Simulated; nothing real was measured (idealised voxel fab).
Presented below is a process module, voxel transistor to metal.
FYI the section here is cut, 295 nm wide, cells are 5 nm squares.
Bands, listed from the top down, are how a cross-section gets written in this document; the cross-section itself is a grid of square cells, and a band is one or more rows of them. Top, bottom (nm), then materials left to right with widths (nm); lone material tagged "throughout" fills the whole band edge to edge; "blank" = empty space. Ref level 0: as-received wafer is one material below here. Bottom band extends down with no lower bound ("0 down"). Quick explanation for "30->40": the width changes in equal steps down the rows of cells, from the first number in the band's top row to the second number in its bottom row. "all unchanged" means the step left every cell of the cross-section as it was. So "Closed void entries" is basically the list of trapped voids: any empty space of 8 cells or more that can't reach the top through an opening. They're written width x height at distance, the distance being from the left edge, and it's all nm. On a step's line, text after the settings is the simulator commenting on that step. What "overlay nm" on a step's line means: if the step has a mask, that mask lay this far to the right of its planned place, or, when the value is negative, to the left.
The process steps that were planned are listed below:
1. op RECEIVE | material Si
2. op OXIDIZE | depth nm 5
3. op CONFORMAL_DEP | material SiN | thk nm 10
4. op MASKED_ETCH | tone cover | mask id ACTIVE | width nm 105 | pitch nm 125 | etch materials SiN | depth nm 10 | overlay nm 0
5. op MASKED_ETCH | tone cover | mask id ACTIVE | width nm 105 | pitch nm 125 | etch materials SiO2 | depth nm 5 | overlay nm 0
6. op MASKED_ETCH | tone cover | mask id ACTIVE | width nm 105 | pitch nm 125 | etch materials Si | depth nm 35 | overlay nm 0
7. op OXIDIZE | depth nm 5
8. op FILL_DEP | material SiO2 | thk nm 10
9. op CMP | height nm 10
10. op SELECTIVE_ETCH | etch materials SiO2 | depth nm 5
11. op STRIP | etch materials SiN
12. op SELECTIVE_ETCH | etch materials SiO2 | depth nm 5
13. op OXIDIZE | depth nm 5
14. op DIRECTIONAL_DEP | material polySi | thk nm 25
15. op DIRECTIONAL_DEP | material SiCN | thk nm 10
16. op DIRECTIONAL_DEP | material aC | thk nm 10
17. op PATTERN | tone cover | mask id GATE | material resist | width nm 35 | pitch nm 125 | thk nm 25 | overlay nm 0
18. op DIRECTIONAL_ETCH | etch materials aC | depth nm 10
19. op STRIP | etch materials resist
20. op DIRECTIONAL_ETCH | etch materials SiCN | depth nm 20
21. op DIRECTIONAL_ETCH | etch materials polySi | depth nm 35
22. op STRIP | etch materials aC
23. op CONFORMAL_DEP | material SiN | thk nm 10
24. op DIRECTIONAL_ETCH | etch materials SiN | depth nm 10
25. op DIRECTIONAL_ETCH | etch materials SiO2 | depth nm 5
26. op DIRECTIONAL_ETCH | etch materials Si | depth nm 10
27. op EPI | material nSi | thk nm 15
28. op FILL_DEP | material SiO2 | thk nm 5
29. op CMP | height nm 20
30. op STRIP | etch materials polySi
31. op SELECTIVE_ETCH | etch materials SiO2 | depth nm 5
32. op CONFORMAL_DEP | material HfO2 | thk nm 5
33. op CONFORMAL_DEP | material TiN | thk nm 5
34. op FILL_DEP | material W | thk nm 5
35. op CMP | height nm 15
36. op DIRECTIONAL_DEP | material SiO2 | thk nm 10
37. op DIRECTIONAL_DEP | material aC | thk nm 15
38. op PATTERN | tone open | mask id CONTACT | material resist | width nm 15 | thk nm 35 | overlay nm 0
39. op DIRECTIONAL_ETCH | etch materials aC | depth nm 15
40. op STRIP | etch materials resist
41. op DIRECTIONAL_ETCH | etch materials SiO2 | depth nm 30
42. op STRIP | etch materials aC
43. op CONFORMAL_DEP | material TiN | thk nm 5
44. op FILL_DEP | material W | thk nm 10
45. op CMP | height nm 20
46. op DIRECTIONAL_DEP | material TiN | thk nm 5
47. op DIRECTIONAL_DEP | material W | thk nm 20
48. op DIRECTIONAL_DEP | material aC | thk nm 10
49. op PATTERN | tone cover | mask id METAL_1 | material resist | width nm 15 | thk nm 25 | overlay nm 0
50. op DIRECTIONAL_ETCH | etch materials aC | depth nm 10
51. op STRIP | etch materials resist
52. op DIRECTIONAL_ETCH | etch materials W | depth nm 20
53. op DIRECTIONAL_ETCH | etch materials TiN | depth nm 5
54. op STRIP | etch materials aC
55. op FILL_DEP | material SiO2 | thk nm 5
56. op CMP | height nm 50
57. op CONFORMAL_DEP | material SiCN | thk nm 5
58. op DIRECTIONAL_DEP | material SiO2 | thk nm 30
59. op DIRECTIONAL_DEP | material aC | thk nm 10
60. op PATTERN | tone open | mask id METAL_2 | material resist | width nm 15 | pitch nm 125 | thk nm 30 | overlay nm 0
61. op DIRECTIONAL_ETCH | etch materials aC | depth nm 10
62. op STRIP | etch materials resist
63. op DIRECTIONAL_ETCH | etch materials SiO2 | depth nm 20
64. op STRIP | etch materials aC
65. op DIRECTIONAL_DEP | material aC | thk nm 15
66. op PATTERN | tone open | mask id METAL_2_HOLES | material resist | width nm 15 | pitch nm 125 | thk nm 30 | overlay nm 0
67. op DIRECTIONAL_ETCH | etch materials aC | depth nm 15
68. op STRIP | etch materials resist
69. op DIRECTIONAL_ETCH | etch materials SiO2 | depth nm 10
70. op DIRECTIONAL_ETCH | etch materials SiCN | depth nm 5
71. op STRIP | etch materials aC
72. op CONFORMAL_DEP | material TiN | thk nm 5
73. op FILL_DEP | material Ru | thk nm 10
74. op CMP | height nm 85
75. op CONFORMAL_DEP | material SiN | thk nm 5
The wafers in this document start out alike and differ in the height nm applied at step 45; the plan shows the value used for the first wafer.
Step 1 complete: as-received cross-section of the first of several wafers:
    0 down | Si throughout
    Closed void entries: none
So in this table every wafer gets its own row, and what you see is where it stands at the end of the module: for each material, how many cells it picked up (+) or gave up (-) since we received it, and after that its closed voids:
height nm 20 | +34 HfO2 | +12 Ru | -297 Si | +53 SiCN | +99 SiN | +915 SiO2 | +100 TiN | +74 W | +72 nSi | Closed void entries: none
height nm 25 | +34 HfO2 | +12 Ru | -297 Si | +53 SiCN | +99 SiN | +903 SiO2 | +108 TiN | +78 W | +72 nSi | Closed void entries: none
height nm 30 | +34 HfO2 | +12 Ru | -297 Si | +53 SiCN | +99 SiN | +856 SiO2 | +163 TiN | +70 W | +72 nSi | Closed void entries: none
height nm 35 | +34 HfO2 | +12 Ru | -297 Si | +53 SiCN | +99 SiN | +809 SiO2 | +163 TiN | +117 W | +72 nSi | Closed void entries: none
height nm 40 | +34 HfO2 | +12 Ru | -297 Si | +53 SiCN | +99 SiN | +762 SiO2 | +163 TiN | +164 W | +72 nSi | Closed void entries: none
